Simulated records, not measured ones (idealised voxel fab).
Process module heading - voxel ribs on slabs
145 nm wide, 5 nm square cells: that's cross-section cut.
For the purposes of this document, a cross-section shall be understood as a grid of square cells, specified as bands listed in top-to-bottom order, each band consisting of one or more rows of cells. Basically the band line says how high the top is and how high the bottom is, in nm, and then what's in it from left to right, every material with its width in nm. Empty space shows up as "air", and if a single material carries "throughout" it runs the full band edge to edge. Note: height 0 marks the level under which the wafer is uniformly one material as received. Lowest band unbounded below, written "0 and below". The two numbers in a width such as "30->40" mark its ends across the band: the first belongs to the top row of cells, the second to the bottom row, and from each row to the next the width moves by the same amount. The cross-section has no changed cell in any step marked "everything unchanged". "Sealed void listing" enumerates empty spaces isolated from the top, with no open way to it, that contain at least 8 cells, giving each as width x height at distance from the left edge, all three in nm. Anything after a step's settings on that line? It's the simulator's own note about the step. A step line may carry the setting "overlay nm", which, for steps involving a mask, states the distance by which the mask lay to the right of its intended position; negative values denote displacement to the left.

BELOW IS THE LIST OF PLANNED PROCESS STEPS
1,RECEIVE, material Si
2,DIRECTIONAL_DEP, material SiO2, thk nm 30
3,DIRECTIONAL_DEP, material polySi, thk nm 15
4,MASKED_ETCH, tone cover, mask id RIB, width nm 25, etch materials polySi, depth nm 5, overlay nm 0
5,PATTERN, tone cover, mask id SLAB, material resist, width nm 65, thk nm 20, overlay nm 0
6,DIRECTIONAL_ETCH, etch materials polySi, depth nm 10
7,STRIP, etch materials resist
8,FILL_DEP, material SiO2, thk nm 30
9,CMP, height nm 65
10,DIRECTIONAL_DEP, material TiN, thk nm 10
11,PATTERN, tone cover, mask id HEATER, material resist, width nm 35, thk nm 15, overlay nm 0
12,DIRECTIONAL_ETCH, etch materials TiN, depth nm 10
13,STRIP, etch materials resist
14,CONFORMAL_DEP, material SiO2, thk nm 5

FIRST WAFER, TWO IN TOTAL, RUN AS PLANNED

AS RECEIVED (POST STEP 1): CROSS-SECTION
> 0 and below  Si throughout
> Sealed void listing: none

AFTER STEP 2
> 30 down to 0  SiO2 throughout
> Below a height of 0, the structure has not been altered.

AFTER STEP 3
> 45 down to 30  polySi throughout
> Below a height of 30, the structure has not been altered.

AFTER STEP 4
> 45 down to 40  air=60 / polySi=25 / air=60
> Below a height of 40, the structure has not been altered.

AFTER STEP 5
> 65 down to 45  air=40 / resist=65 / air=40
> 45 down to 40  air=40 / resist=20 / polySi=25 / resist=20 / air=40
> Below a height of 40, the structure has not been altered.

AFTER STEP 6
> 65 down to 45  air=40 / resist=65 / air=40
> 45 down to 40  air=40 / resist=20 / polySi=25 / resist=20 / air=40
> 40 down to 30  air=40 / polySi=65 / air=40
> Below a height of 30, the structure has not been altered.

AFTER STEP 7
> 45 down to 40  air=60 / polySi=25 / air=60
> Below a height of 40, the structure has not been altered.

AFTER STEP 8
> 75 down to 45  SiO2 throughout
> 45 down to 40  SiO2=60 / polySi=25 / SiO2=60
> 40 down to 30  SiO2=40 / polySi=65 / SiO2=40
> Below a height of 30, the structure has not been altered.

AFTER STEP 9
> 65 down to 45  SiO2 throughout
> Below a height of 45, the structure has not been altered.

AFTER STEP 10
> 75 down to 65  TiN throughout
> Below a height of 65, the structure has not been altered.

AFTER STEP 11
> 90 down to 75  air=55 / resist=35 / air=55
> Below a height of 75, the structure has not been altered.

AFTER STEP 12
> 90 down to 75  air=55 / resist=35 / air=55
> 75 down to 65  air=55 / TiN=35 / air=55
> Below a height of 65, the structure has not been altered.

AFTER STEP 13
> 75 down to 65  air=55 / TiN=35 / air=55
> Below a height of 65, the structure has not been altered.

AFTER STEP 14
> 80 down to 75  air=50 / SiO2=45 / air=50
> 75 down to 70  air=50 / SiO2=5 / TiN=35 / SiO2=5 / air=50
> 70 down to 65  SiO2=55 / TiN=35 / SiO2=55
> Below a height of 65, the structure has not been altered.

SECOND WAFER - SHARED START AND PLAN WITH THE FIRST - ONE ERROR IN RUNNING - SAME AS THE FIRST UP TO STEP 1 INCLUSIVE

WHAT THE SECOND WAFER LOOKS LIKE IN CROSS-SECTION WHEN STEP 2 SHOULD HAVE WRAPPED UP
> 60 down to 0  SiO2 throughout
> Below a height of 0, the structure has not been altered.

WHAT THE SECOND WAFER LOOKS LIKE IN CROSS-SECTION WHEN STEP 3 SHOULD HAVE WRAPPED UP
> 75 down to 60  polySi throughout
> Below a height of 60, the structure has not been altered.

WHAT THE SECOND WAFER LOOKS LIKE IN CROSS-SECTION WHEN STEP 4 SHOULD HAVE WRAPPED UP
> 75 down to 70  air=60 / polySi=25 / air=60
> Below a height of 70, the structure has not been altered.

WHAT THE SECOND WAFER LOOKS LIKE IN CROSS-SECTION WHEN STEP 5 SHOULD HAVE WRAPPED UP
> 95 down to 75  air=40 / resist=65 / air=40
> 75 down to 70  air=40 / resist=20 / polySi=25 / resist=20 / air=40
> Below a height of 70, the structure has not been altered.

WHAT THE SECOND WAFER LOOKS LIKE IN CROSS-SECTION WHEN STEP 6 SHOULD HAVE WRAPPED UP
> 95 down to 75  air=40 / resist=65 / air=40
> 75 down to 70  air=40 / resist=20 / polySi=25 / resist=20 / air=40
> 70 down to 60  air=40 / polySi=65 / air=40
> Below a height of 60, the structure has not been altered.

WHAT THE SECOND WAFER LOOKS LIKE IN CROSS-SECTION WHEN STEP 7 SHOULD HAVE WRAPPED UP
> 75 down to 70  air=60 / polySi=25 / air=60
> Below a height of 70, the structure has not been altered.

WHAT THE SECOND WAFER LOOKS LIKE IN CROSS-SECTION WHEN STEP 8 SHOULD HAVE WRAPPED UP
> 105 down to 75  SiO2 throughout
> 75 down to 70  SiO2=60 / polySi=25 / SiO2=60
> 70 down to 60  SiO2=40 / polySi=65 / SiO2=40
> Below a height of 60, the structure has not been altered.

WHAT THE SECOND WAFER LOOKS LIKE IN CROSS-SECTION WHEN STEP 9 SHOULD HAVE WRAPPED UP
> 65 down to 60  SiO2=40 / polySi=65 / SiO2=40
> Below a height of 60, the structure has not been altered.

WHAT THE SECOND WAFER LOOKS LIKE IN CROSS-SECTION WHEN STEP 10 SHOULD HAVE WRAPPED UP
> 75 down to 65  TiN throughout
> Below a height of 65, the structure has not been altered.

WHAT THE SECOND WAFER LOOKS LIKE IN CROSS-SECTION WHEN STEP 11 SHOULD HAVE WRAPPED UP
> 90 down to 75  air=55 / resist=35 / air=55
> Below a height of 75, the structure has not been altered.

WHAT THE SECOND WAFER LOOKS LIKE IN CROSS-SECTION WHEN STEP 12 SHOULD HAVE WRAPPED UP
> 90 down to 75  air=55 / resist=35 / air=55
> 75 down to 65  air=55 / TiN=35 / air=55
> Below a height of 65, the structure has not been altered.

WHAT THE SECOND WAFER LOOKS LIKE IN CROSS-SECTION WHEN STEP 13 SHOULD HAVE WRAPPED UP
> 75 down to 65  air=55 / TiN=35 / air=55
> Below a height of 65, the structure has not been altered.

WHAT THE SECOND WAFER LOOKS LIKE IN CROSS-SECTION WHEN STEP 14 SHOULD HAVE WRAPPED UP
> 80 down to 75  air=50 / SiO2=45 / air=50
> 75 down to 70  air=50 / SiO2=5 / TiN=35 / SiO2=5 / air=50
> 70 down to 65  SiO2=55 / TiN=35 / SiO2=55
> Below a height of 65, the structure has not been altered.
So what did we get wrong on this run? plan step 2 was twice executed
Final wafer comparison in cells, second versus first, more or fewer per material: SiO2: 18 more; polySi: 18 fewer
